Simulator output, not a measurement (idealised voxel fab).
Documented hereafter: the process module known as voxel ribs on slabs.
The width of the displayed cross-section, cut, is 220 nm; its cells are square, with a size of 5 nm.
When this document writes out a cross-section, it uses a grid of square cells and lists it as bands, beginning at the top and moving down, with a band standing for one or more rows of cells.
Top height, bottom height, nm. Materials left to right, width each, nm. Single material + "full width" = fills band edge to edge. "air" = empty.
The reference from which all heights are counted is 0, the level beneath which the as-received wafer is entirely one material; the lowest band, having no lower bound, proceeds downward and is written after the example "0..down".
Note: "30..40" means the width goes from the first number (top row of the band) to the second number (bottom row) in equal steps per row of cells.
Take "stayed the same" at face value: in the step it is given for, the cross-section changed in none of its cells.
Empty spaces counting at least 8 cells and having no open way to the top are listed in "Closed void listing". The notation width x height at distance is used for each, the distance being from the left edge and all three values in nm.
Heads up: the bit after the settings on a step's line is the simulator's remark on that step.
overlay nm: mask right of planned place by this much (step with mask). Neg. = left.

This section lists the process steps that were planned
1. RECEIVE with material Si
2. DIRECTIONAL_DEP with material SiO2, thk nm 20
3. DIRECTIONAL_DEP with material polySi, thk nm 25
4. MASKED_ETCH with tone cover, mask id RIB, width nm 20, etch materials polySi, depth nm 15, overlay nm 0
5. PATTERN with tone cover, mask id SLAB, material resist, width nm 50, thk nm 20, overlay nm 0
6. DIRECTIONAL_ETCH with etch materials polySi, depth nm 10
7. STRIP with etch materials resist
8. FILL_DEP with material SiO2, thk nm 20
9. CMP with height nm 60
10. DIRECTIONAL_DEP with material W, thk nm 5
11. PATTERN with tone cover, mask id HEATER, material resist, width nm 30, thk nm 20, overlay nm 0
12. DIRECTIONAL_ETCH with etch materials W, depth nm 5
13. STRIP with etch materials resist
14. CONFORMAL_DEP with material SiN, thk nm 5

First of the two wafers, run per plan

As-received wafer cross-section (after step 1)
    0..down | Si full width
    Closed void listing: none

Step 2 complete: cross-section through the wafer
    20..0 | SiO2 full width
    No changes below 0.

Step 3 complete: cross-section through the wafer
    45..20 | polySi full width
    No changes below 20.

Step 4 complete: cross-section through the wafer
    45..30 | air 100 nm / polySi 20 nm / air 100 nm
    No changes below 30.

Step 5 complete: cross-section through the wafer
    65..45 | air 85 nm / resist 50 nm / air 85 nm
    45..30 | air 85 nm / resist 15 nm / polySi 20 nm / resist 15 nm / air 85 nm
    No changes below 30.

Step 6 complete: cross-section through the wafer
    65..45 | air 85 nm / resist 50 nm / air 85 nm
    45..30 | air 85 nm / resist 15 nm / polySi 20 nm / resist 15 nm / air 85 nm
    30..20 | air 85 nm / polySi 50 nm / air 85 nm
    No changes below 20.

Step 7 complete: cross-section through the wafer
    45..30 | air 100 nm / polySi 20 nm / air 100 nm
    No changes below 30.

Step 8 complete: cross-section through the wafer
    65..45 | SiO2 full width
    45..30 | SiO2 100 nm / polySi 20 nm / SiO2 100 nm
    30..20 | SiO2 85 nm / polySi 50 nm / SiO2 85 nm
    No changes below 20.

Step 9 complete: cross-section through the wafer
    60..45 | SiO2 full width
    No changes below 45.

Step 10 complete: cross-section through the wafer
    65..60 | W full width
    No changes below 60.

Step 11 complete: cross-section through the wafer
    85..65 | air 95 nm / resist 30 nm / air 95 nm
    No changes below 65.

Step 12 complete: cross-section through the wafer
    85..65 | air 95 nm / resist 30 nm / air 95 nm
    65..60 | air 95 nm / W 30 nm / air 95 nm
    No changes below 60.

Step 13 complete: cross-section through the wafer
    65..60 | air 95 nm / W 30 nm / air 95 nm
    No changes below 60.

Step 14 complete: cross-section through the wafer
    70..65 | air 90 nm / SiN 40 nm / air 90 nm
    65..60 | SiN 95 nm / W 30 nm / SiN 95 nm
    No changes below 60.

Wafer two. Same start, same plan, one slip in execution. Same as wafer one through step 2, inclusive

Second wafer at the planned finish of step 3, seen in cross-section
    70..20 | polySi full width
    No changes below 20.

Second wafer at the planned finish of step 4, seen in cross-section
    70..55 | air 100 nm / polySi 20 nm / air 100 nm
    No changes below 55.

Second wafer at the planned finish of step 5, seen in cross-section
    90..70 | air 85 nm / resist 50 nm / air 85 nm
    70..55 | air 85 nm / resist 15 nm / polySi 20 nm / resist 15 nm / air 85 nm
    No changes below 55.

Second wafer at the planned finish of step 6, seen in cross-section
    90..70 | air 85 nm / resist 50 nm / air 85 nm
    70..55 | air 85 nm / resist 15 nm / polySi 20 nm / resist 15 nm / air 85 nm
    55..45 | air 85 nm / polySi 50 nm / air 85 nm
    No changes below 45.

Second wafer at the planned finish of step 7, seen in cross-section
    70..55 | air 100 nm / polySi 20 nm / air 100 nm
    No changes below 55.

Second wafer at the planned finish of step 8, seen in cross-section
    90..70 | SiO2 full width
    70..55 | SiO2 100 nm / polySi 20 nm / SiO2 100 nm
    55..45 | SiO2 85 nm / polySi 50 nm / SiO2 85 nm
    No changes below 45.

Second wafer at the planned finish of step 9, seen in cross-section
    60..55 | SiO2 100 nm / polySi 20 nm / SiO2 100 nm
    No changes below 55.

Second wafer at the planned finish of step 10, seen in cross-section
    65..60 | W full width
    No changes below 60.

Second wafer at the planned finish of step 11, seen in cross-section
    85..65 | air 95 nm / resist 30 nm / air 95 nm
    No changes below 65.

Second wafer at the planned finish of step 12, seen in cross-section
    85..65 | air 95 nm / resist 30 nm / air 95 nm
    65..60 | air 95 nm / W 30 nm / air 95 nm
    No changes below 60.

Second wafer at the planned finish of step 13, seen in cross-section
    65..60 | air 95 nm / W 30 nm / air 95 nm
    No changes below 60.

Second wafer at the planned finish of step 14, seen in cross-section
    70..65 | air 90 nm / SiN 40 nm / air 90 nm
    65..60 | SiN 95 nm / W 30 nm / SiN 95 nm
    No changes below 60.
It is concluded that the wafer was processed incorrectly with respect to the plan, in that step 3 of the plan saw execution twice
Looking at both finished wafers in cells, the second ends up ahead of or behind the first on some materials: SiO2 -212, polySi +212
